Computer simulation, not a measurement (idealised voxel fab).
The following process module bears the name voxel wiring stack.
Xsec cut, 250 nm wide, square cell size 5 nm.
When this document writes out a cross-section, it uses a grid of square cells and lists it as bands, beginning at the top and moving down, with a band standing for one or more rows of cells.
Read a band's entry like this: the first values are the height of its top and the height of its bottom in nm, and what follows is the sequence of materials from left to right, each with its width in nm. Note that "blank" is empty space, and that a single material marked "everywhere" reaches across the band from edge to edge.
Height datum 0, below which the as-received substrate wafer is one material. Lowest band open at the bottom, running downward: "z 0 and below".
With a width like "30 to 40", each row of cells in the band differs from the next by the same amount, the top row carrying the first number and the bottom row the second.
A step reported as "nothing altered" is a step in which no cell of the cross-section changed.
Reported under the label "Closed empty spaces" are the empty spaces having no open way to the top and comprising 8 cells or more; the notation for each is width x height at distance, in which the distance is measured from the left edge and all three values are in nm.
Whatever follows a step's settings on its line is a remark the simulator itself makes about that step.
"overlay nm" denotes, for a step that has a mask, the displacement of the mask to the right of its planned place, with negative values corresponding to the left.
## This section lists the process steps that were planned
step 1: RECEIVE | material Si
step 2: CONFORMAL_DEP | material SiO2 | thk nm 15
step 3: CONFORMAL_DEP | material SiN | thk nm 5
step 4: DIRECTIONAL_DEP | material SiO2 | thk nm 15
step 5: DIRECTIONAL_DEP | material aC | thk nm 15
step 6: PATTERN | tone open | mask id METAL_1 | material resist | width nm 30 | pitch nm 60 | thk nm 30 | overlay nm 0
step 7: DIRECTIONAL_ETCH | etch materials aC | depth nm 15
step 8: STRIP | etch materials resist
step 9: DIRECTIONAL_ETCH | etch materials SiO2 | depth nm 15
step 10: DIRECTIONAL_ETCH | etch materials SiN | depth nm 5
step 11: STRIP | etch materials aC
step 12: CONFORMAL_DEP | material TiN | thk nm 5
step 13: FILL_DEP | material Cu | thk nm 10
step 14: CMP | height nm 35
step 15: EPI | material Ru | thk nm 5
step 16: FILL_DEP | material SiCN | thk nm 5
step 17: DIRECTIONAL_DEP | material SiO2 | thk nm 10
step 18: DIRECTIONAL_DEP | material aC | thk nm 15
step 19: PATTERN | tone open | mask id PLUG_1 | material resist | width nm 15 | pitch nm 60 | thk nm 30 | overlay nm 0
step 20: DIRECTIONAL_ETCH | etch materials aC | depth nm 5
step 21: STRIP | etch materials resist
step 22: DIRECTIONAL_ETCH | etch materials SiO2 | depth nm 10
step 23: DIRECTIONAL_ETCH | etch materials SiCN | depth nm 5
step 24: STRIP | etch materials aC
step 25: EPI | material Ru | thk nm 10
step 26: EPI | material Ru | thk nm 5
step 27: CONFORMAL_DEP | material SiCN | thk nm 5
step 28: DIRECTIONAL_DEP | material lowk | thk nm 20
step 29: DIRECTIONAL_DEP | material aC | thk nm 15
step 30: PATTERN | tone open | mask id METAL_2 | material resist | width nm 30 | pitch nm 60 | thk nm 30 | overlay nm 0
step 31: DIRECTIONAL_ETCH | etch materials aC | depth nm 15
step 32: STRIP | etch materials resist
step 33: DIRECTIONAL_ETCH | etch materials lowk | depth nm 20
step 34: DIRECTIONAL_ETCH | etch materials SiCN | depth nm 5
step 35: STRIP | etch materials aC
step 36: CONFORMAL_DEP | material TiN | thk nm 5
step 37: FILL_DEP | material W | thk nm 10
step 38: CMP | height nm 80
step 39: CONFORMAL_DEP | material SiCN | thk nm 5
step 40: DIRECTIONAL_DEP | material SiO2 | thk nm 30
step 41: DIRECTIONAL_DEP | material aC | thk nm 15
step 42: PATTERN | tone open | mask id METAL_3_HOLES | material resist | width nm 15 | pitch nm 60 | thk nm 35 | overlay nm 0
step 43: DIRECTIONAL_ETCH | etch materials aC | depth nm 15
step 44: STRIP | etch materials resist
step 45: DIRECTIONAL_ETCH | etch materials SiO2 | depth nm 30
step 46: STRIP | etch materials aC
step 47: MASKED_ETCH | tone open | mask id METAL_3 | width nm 30 | pitch nm 60 | etch materials SiO2 | depth nm 15 | overlay nm 0
step 48: MASKED_ETCH | tone open | mask id METAL_3 | width nm 30 | pitch nm 60 | etch materials SiCN | depth nm 5 | overlay nm 0
step 49: CONFORMAL_DEP | material TiN | thk nm 5
step 50: FILL_DEP | material Ru | thk nm 10
step 51: CMP | height nm 115
step 52: CONFORMAL_DEP | material SiCN | thk nm 5
step 53: DIRECTIONAL_DEP | material lowk | thk nm 25
step 54: PATTERN | tone open | mask id METAL_4_HOLES | material resist | width nm 15 | thk nm 15 | overlay nm 0
step 55: DIRECTIONAL_ETCH | etch materials lowk | depth nm 25
step 56: STRIP | etch materials resist
step 57: MASKED_ETCH | tone open | mask id METAL_4 | width nm 30 | pitch nm 60 | etch materials lowk | depth nm 15 | overlay nm 0
step 58: MASKED_ETCH | tone open | mask id METAL_4 | width nm 30 | pitch nm 60 | etch materials SiCN | depth nm 5 | overlay nm 0
step 59: CONFORMAL_DEP | material TiN | thk nm 5
step 60: FILL_DEP | material Cu | thk nm 10
step 61: CMP | height nm 145
step 62: CONFORMAL_DEP | material SiCN | thk nm 5
All wafers enter the flow in the same state. The depth nm at step 20 differs from wafer to wafer, and the plan gives the value for the first wafer.
## Cut through the first of several wafers as received, post step 1
  z 0 and below = Si everywhere
  Closed empty spaces: none
## Per wafer (row), end of module: delta in cells per material since receipt, (+) for gained, (-) for lost; closed voids after that
depth nm 5; +43 Cu; +40 Ru; +263 SiCN; +38 SiN; +610 SiO2; +114 TiN; +32 W; +360 lowk; Closed empty spaces: none
depth nm 10; +43 Cu; +40 Ru; +263 SiCN; +38 SiN; +610 SiO2; +114 TiN; +32 W; +360 lowk; Closed empty spaces: none
depth nm 15; +43 Cu; +58 Ru; +257 SiCN; +38 SiN; +598 SiO2; +114 TiN; +32 W; +360 lowk; Closed empty spaces: none
depth nm 20; +43 Cu; +58 Ru; +257 SiCN; +38 SiN; +598 SiO2; +114 TiN; +32 W; +360 lowk; Closed empty spaces: none
depth nm 25; +43 Cu; +58 Ru; +257 SiCN; +38 SiN; +598 SiO2; +114 TiN; +32 W; +360 lowk; Closed empty spaces: none
depth nm 30; +43 Cu; +58 Ru; +257 SiCN; +38 SiN; +598 SiO2; +114 TiN; +32 W; +360 lowk; Closed empty spaces: none
